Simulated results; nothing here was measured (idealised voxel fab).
Process module heading - voxel wiring stack
For reference, the cross-section in this document is cut, with width 265 nm and square cells of 5 nm.
For the purposes of this document, a cross-section shall be understood as a grid of square cells, specified as bands listed in top-to-bottom order, each band consisting of one or more rows of cells.
Band: top and bottom heights (nm) first, top before bottom; then materials from left to right, widths in nm. "edge to edge" marks a sole material filling the band edge to edge. "empty" denotes empty space.
Height 0 is the level under which the wafer as received is all one material. The lowest band goes on downwards, as in "from 0 down".
A width such as "30 to 40" changes by the same amount from each row of cells to the next, from the band's top row to its bottom row.
Key: "changes: none" - step with no changed cell in the cross-section.
"Enclosed void catalog": sealed empty spaces, 8 cells or more, no open way to top, listed width x height at distance, with distance from the left edge and width, height and distance in nm.
It should be noted that, on the line of a given step, the content following the step's settings is a remark produced by the simulator itself with respect to that step.
overlay nm: mask right of planned place by this much (step with mask). Neg. = left.
-- These are the steps we planned for the process
1 RECEIVE | material Si
2 CONFORMAL_DEP | material SiO2 | thk nm 15
3 DIRECTIONAL_DEP | material TiN | thk nm 5
4 DIRECTIONAL_DEP | material Ru | thk nm 25
5 MASKED_ETCH | tone cover | mask id METAL_1 | width nm 25 | pitch nm 45 | etch materials Ru | depth nm 25 | overlay nm 0
6 MASKED_ETCH | tone cover | mask id METAL_1 | width nm 25 | pitch nm 45 | etch materials TiN | depth nm 5 | overlay nm 0
7 CONFORMAL_DEP | material SiN | thk nm 5
8 FILL_DEP | material SiO2 | thk nm 5
9 CMP | height nm 45
10 CONFORMAL_DEP | material SiCN | thk nm 5
11 DIRECTIONAL_DEP | material lowk | thk nm 30
12 MASKED_ETCH | tone open | mask id METAL_2 | width nm 25 | pitch nm 45 | etch materials lowk | depth nm 15 | overlay nm 0
13 DIRECTIONAL_DEP | material aC | thk nm 10
14 PATTERN | tone open | mask id METAL_2_HOLES | material resist | width nm 15 | pitch nm 45 | thk nm 30 | overlay nm 0
15 DIRECTIONAL_ETCH | etch materials aC | depth nm 10
16 STRIP | etch materials resist
17 DIRECTIONAL_ETCH | etch materials lowk | depth nm 15
18 DIRECTIONAL_ETCH | etch materials SiCN | depth nm 5
19 STRIP | etch materials aC
20 CONFORMAL_DEP | material TiN | thk nm 5
21 FILL_DEP | material Cu | thk nm 5
22 CMP | height nm 80
23 CONFORMAL_DEP | material SiCN | thk nm 5
24 DIRECTIONAL_DEP | material SiO2 | thk nm 25
25 MASKED_ETCH | tone open | mask id METAL_3_HOLES | width nm 15 | pitch nm 45 | etch materials SiO2 | depth nm 25 | overlay nm 0
26 DIRECTIONAL_DEP | material aC | thk nm 15
27 PATTERN | tone open | mask id METAL_3 | material resist | width nm 25 | pitch nm 45 | thk nm 35 | overlay nm 0
28 DIRECTIONAL_ETCH | etch materials aC | depth nm 15
29 STRIP | etch materials resist
30 DIRECTIONAL_ETCH | etch materials SiO2 | depth nm 15
31 DIRECTIONAL_ETCH | etch materials SiCN | depth nm 5
32 STRIP | etch materials aC
33 CONFORMAL_DEP | material TiN | thk nm 5
34 FILL_DEP | material Cu | thk nm 5
35 CMP | height nm 110
36 CONFORMAL_DEP | material SiCN | thk nm 5
37 DIRECTIONAL_DEP | material lowk | thk nm 30
38 MASKED_ETCH | tone open | mask id METAL_4 | width nm 25 | pitch nm 45 | etch materials lowk | depth nm 20 | overlay nm 0
39 PATTERN | tone open | mask id METAL_4_HOLES | material resist | width nm 15 | pitch nm 45 | thk nm 15 | overlay nm 0
40 DIRECTIONAL_ETCH | etch materials lowk | depth nm 10
41 DIRECTIONAL_ETCH | etch materials SiCN | depth nm 5
42 STRIP | etch materials resist
43 CONFORMAL_DEP | material TiN | thk nm 5
44 FILL_DEP | material Cu | thk nm 10
45 CMP | height nm 145
46 CONFORMAL_DEP | material SiN | thk nm 5
-- Wafer at receipt (post step 1), cross-section
from 0 down = Si edge to edge
Enclosed void catalog: none
-- The first of two wafers, cross-sectioned at the end of the module, with the run proceeding as planned
from 150 to 145 = SiN edge to edge
from 145 to 130 = lowk (75), then TiN (5), then Cu (15), then TiN (5), then lowk (20), then TiN (5), then Cu (15), then TiN (5), then lowk (20), then TiN (5), then Cu (15), then TiN (5), then lowk (75)
from 130 to 125 = lowk (75), then TiN (5), then Cu (5), then TiN (15), then lowk (20), then TiN (5), then Cu (5), then TiN (15), then lowk (20), then TiN (5), then Cu (5), then TiN (15), then lowk (75)
from 125 to 115 = lowk (75), then TiN (5), then Cu (5), then TiN (5), then lowk (30), then TiN (5), then Cu (5), then TiN (5), then lowk (30), then TiN (5), then Cu (5), then TiN (5), then lowk (85)
from 115 to 110 = SiCN (75), then TiN (15), then SiCN (30), then TiN (15), then SiCN (30), then TiN (15), then SiCN (85)
from 110 to 100 = SiO2 (75), then TiN (5), then Cu (15), then TiN (5), then SiO2 (20), then TiN (5), then Cu (15), then TiN (5), then SiO2 (20), then TiN (5), then Cu (15), then TiN (5), then SiO2 (75)
from 100 to 95 = SiO2 (75), then TiN (5), then Cu (5), then TiN (15), then SiO2 (20), then TiN (5), then Cu (5), then TiN (15), then SiO2 (20), then TiN (5), then Cu (5), then TiN (15), then SiO2 (75)
from 95 to 85 = SiO2 (75), then TiN (5), then Cu (5), then TiN (5), then SiO2 (30), then TiN (5), then Cu (5), then TiN (5), then SiO2 (30), then TiN (5), then Cu (5), then TiN (5), then SiO2 (85)
from 85 to 80 = SiCN (75), then TiN (15), then SiCN (30), then TiN (15), then SiCN (30), then TiN (15), then SiCN (85)
from 80 to 70 = lowk (75), then TiN (5), then Cu (15), then TiN (5), then lowk (20), then TiN (5), then Cu (15), then TiN (5), then lowk (20), then TiN (5), then Cu (15), then TiN (5), then lowk (75)
from 70 to 65 = lowk (75), then TiN (5), then Cu (5), then TiN (15), then lowk (20), then TiN (5), then Cu (5), then TiN (15), then lowk (20), then TiN (5), then Cu (5), then TiN (15), then lowk (75)
from 65 to 50 = lowk (75), then TiN (5), then Cu (5), then TiN (5), then lowk (30), then TiN (5), then Cu (5), then TiN (5), then lowk (30), then TiN (5), then Cu (5), then TiN (5), then lowk (85)
from 50 to 45 = SiCN (75), then TiN (15), then SiCN (30), then TiN (15), then SiCN (30), then TiN (15), then SiCN (85)
from 45 to 20 = SiO2 (70), then SiN (5), then Ru (25), then SiN (5), then SiO2 (10), then SiN (5), then Ru (25), then SiN (5), then SiO2 (10), then SiN (5), then Ru (25), then SiN (5), then SiO2 (70)
from 20 to 15 = SiN (75), then TiN (25), then SiN (20), then TiN (25), then SiN (20), then TiN (25), then SiN (75)
from 15 to 0 = SiO2 edge to edge
from 0 down = Si edge to edge
Enclosed void catalog: none
-- Cross-sectional view: second of two wafers, end of module; start and plan identical to the first, one mistake in running
from 150 to 145 = SiN edge to edge
from 145 to 130 = lowk (75), then TiN (5), then Cu (15), then TiN (5), then lowk (20), then TiN (5), then Cu (15), then TiN (5), then lowk (20), then TiN (5), then Cu (15), then TiN (5), then lowk (75)
from 130 to 125 = lowk (75), then TiN (5), then Cu (5), then TiN (15), then lowk (20), then TiN (5), then Cu (5), then TiN (15), then lowk (20), then TiN (5), then Cu (5), then TiN (15), then lowk (75)
from 125 to 115 = lowk (75), then TiN (5), then Cu (5), then TiN (5), then lowk (30), then TiN (5), then Cu (5), then TiN (5), then lowk (30), then TiN (5), then Cu (5), then TiN (5), then lowk (85)
from 115 to 110 = SiCN (75), then TiN (15), then SiCN (30), then TiN (15), then SiCN (30), then TiN (15), then SiCN (85)
from 110 to 100 = SiO2 (75), then TiN (5), then Cu (15), then TiN (5), then SiO2 (20), then TiN (5), then Cu (15), then TiN (5), then SiO2 (20), then TiN (5), then Cu (15), then TiN (5), then SiO2 (75)
from 100 to 95 = SiO2 (75), then TiN (5), then Cu (5), then TiN (15), then SiO2 (20), then TiN (5), then Cu (5), then TiN (15), then SiO2 (20), then TiN (5), then Cu (5), then TiN (15), then SiO2 (75)
from 95 to 85 = SiO2 (75), then TiN (5), then Cu (5), then TiN (5), then SiO2 (30), then TiN (5), then Cu (5), then TiN (5), then SiO2 (30), then TiN (5), then Cu (5), then TiN (5), then SiO2 (85)
from 85 to 80 = SiCN (75), then TiN (15), then SiCN (30), then TiN (15), then SiCN (30), then TiN (15), then SiCN (85)
from 80 to 70 = lowk (75), then TiN (5), then Cu (15), then TiN (5), then lowk (20), then TiN (5), then Cu (15), then TiN (5), then lowk (20), then TiN (5), then Cu (15), then TiN (5), then lowk (75)
from 70 to 65 = lowk (75), then TiN (5), then Cu (5), then TiN (15), then lowk (20), then TiN (5), then Cu (5), then TiN (15), then lowk (20), then TiN (5), then Cu (5), then TiN (15), then lowk (75)
from 65 to 50 = lowk (75), then TiN (5), then Cu (5), then TiN (5), then lowk (30), then TiN (5), then Cu (5), then TiN (5), then lowk (30), then TiN (5), then Cu (5), then TiN (5), then lowk (85)
from 50 to 45 = SiCN (75), then TiN (15), then SiCN (30), then TiN (15), then SiCN (30), then TiN (15), then SiCN (85)
from 45 to 25 = SiO2 (70), then SiN (5), then Ru (25), then SiN (5), then SiO2 (10), then SiN (5), then Ru (25), then SiN (5), then SiO2 (10), then SiN (5), then Ru (25), then SiN (5), then SiO2 (70)
from 25 to 20 = SiN (75), then Ru (25), then SiN (20), then Ru (25), then SiN (20), then Ru (25), then SiN (75)
from 20 to 5 = SiO2 edge to edge
from 5 to 0 = TiN edge to edge
from 0 down = Si edge to edge
Enclosed void catalog: none
Misprocessing identified: the intended sequence of steps 2 and 3 was reversed during processing, with each occupying the position of the other
Final wafer comparison in cells, second versus first, more or fewer per material: -6 SiN; -32 SiO2; +38 TiN
